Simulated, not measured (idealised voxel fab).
This section sets out a process module, namely voxel released beams.
Cross-sectional view cut (width: 210 nm; square cell size: 5 nm).
If you're reading a cross-section in this doc, picture square cells in a grid; it comes to you as bands, top ones listed first down to the bottom, and a band can be one or more rows of cells. Band: top and bottom heights (nm) first, top before bottom; then materials from left to right, widths in nm. "everywhere" marks a sole material filling the band edge to edge. "empty" denotes empty space. Heights are measured from 0, the level below which the as-received wafer is all one material; the lowest band has no bottom and continues downward, written as in "0..down". Width: "30..40" (first number = top row, second number = bottom row, same change from row to row of cells). "remained unchanged" for a step: no cell of the cross-section changed in that step. The entry titled "Voids, enclosed" provides the empty spaces that have no open way to the top, restricted to those of 8 cells or more. Each is presented as width x height at distance, the distance being measured from the left edge, with all three in nm. The remark found on a step's line after its settings is issued by the simulator itself and pertains to that step. A step line may carry the setting "overlay nm", which, for steps involving a mask, states the distance by which the mask lay to the right of its intended position; negative values denote displacement to the left.
# The steps planned for the process are as follows
1: RECEIVE (material Si)
2: CONFORMAL_DEP (material Al2O3; thk nm 10)
3: DIRECTIONAL_DEP (material SiO2; thk nm 20)
4: PATTERN (tone open; mask id ANCHOR; material resist; width nm 35; thk nm 20; overlay nm 0)
5: DIRECTIONAL_ETCH (etch materials SiO2; depth nm 20)
6: STRIP (etch materials resist)
7: CONFORMAL_DEP (material polySi; thk nm 15)
8: MASKED_ETCH (tone cover; mask id BEAM; width nm 115; etch materials polySi; depth nm 15; overlay nm 0)
9: STRIP (etch materials SiO2)
# Cross-section of the wafer as it came to us, i.e., already through step 1
    0..down: Si everywhere
    Voids, enclosed: none
# first wafer at the end, as planned
    45..30: 45 of empty; 20 of polySi; 5 of empty; 90 of polySi; 50 of empty
    30..25: 50 of empty; 15 of polySi; 5 of empty; 15 of polySi; 125 of empty
    25..10: 50 of empty; 35 of polySi; 125 of empty
    10..0: Al2O3 everywhere
    0..down: Si everywhere
    Voids, enclosed: none
# Cross-section, second wafer: same start as the first, same plan as the first, one mistake in running it; taken at the end of the module
    30..10: 50 of empty; 15 of polySi; 5 of empty; 15 of polySi; 125 of empty
    10..0: Al2O3 everywhere
    0..down: Si everywhere
    Voids, enclosed: none
Here's what went sideways: step 8 did not happen as planned, as run it was MASKED_ETCH (tone open; mask id BEAM; width nm 115; etch materials polySi; depth nm 15; overlay nm 0)
Per the end-of-run cell counts, the second wafer holds more or fewer of some materials than the first: polySi -69
